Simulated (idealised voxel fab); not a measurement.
Process module in this document: voxel released beams
Section cut is 170 nm wide and gridded with 5 nm square cells.
Heads up, the way a cross-section reads in here is a grid of square cells, handed over as bands from the top down, with every band being one or more rows of cells. What a band's entry tells you: where the top is and where the bottom is, as heights in nm, and after that what lies inside, material by material from left to right, each with its width in nm. Empty space is written as the word "air", and a single material marked with the word "edge to edge" occupies the band from edge to edge. Measure heights from 0. That's the level where, below it, the as-received wafer is all one material. The lowest band is bottomless and extends downward; write it as in "0..down". Top row gets the first number, bottom row gets the second, and each row in between changes by the same step: that is how a band width like "30..40" works. A step reported as "left unchanged" is a step in which no cell of the cross-section changed. "Catalogued sealed voids" means: voids of 8 cells or more that are shut off from the top with no open way through. Written width x height at distance, distance from the left edge, in nm. On a step's line, text after the settings is the simulator commenting on that step. For masked steps, "overlay nm" on the step line gives how far right of plan the mask actually lay; a minus sign means it lay to the left.

# The following list gives the planned process steps
1: RECEIVE, material Si
2: CONFORMAL_DEP, material SiN, thk nm 5
3: DIRECTIONAL_DEP, material SiO2, thk nm 20
4: DIRECTIONAL_DEP, material aC, thk nm 15
5: PATTERN, tone open, mask id ANCHOR, material resist, width nm 45, thk nm 30, overlay nm 0
6: DIRECTIONAL_ETCH, etch materials aC, depth nm 15
7: STRIP, etch materials resist
8: DIRECTIONAL_ETCH, etch materials SiO2, depth nm 20
9: STRIP, etch materials aC
10: CONFORMAL_DEP, material polySi, thk nm 15
11: DIRECTIONAL_DEP, material aC, thk nm 10
12: PATTERN, tone cover, mask id BEAM, material resist, width nm 90, thk nm 25, overlay nm 0
13: DIRECTIONAL_ETCH, etch materials aC, depth nm 10
14: STRIP, etch materials resist
15: DIRECTIONAL_ETCH, etch materials polySi, depth nm 15
16: STRIP, etch materials aC
17: STRIP, etch materials SiO2

# Cross-section of the incoming wafer, state after step 1
> 0..down | Si edge to edge
> Catalogued sealed voids: none

# a wafer at the end: this start, this plan, one mistake
> 40..25 | air 35 | polySi 15 | air 15 | polySi 60 | air 45
> 25..20 | air 35 | polySi 15 | air 15 | polySi 15 | air 90
> 20..5 | air 35 | polySi 45 | air 90
> 5..0 | SiN edge to edge
> 0..down | Si edge to edge
> Catalogued sealed voids: none
Error vs. plan: step 5 ran with different settings than intended, the actual operation and settings being PATTERN, tone open, mask id ANCHOR, material resist, width nm 45, thk nm 30, overlay nm -5
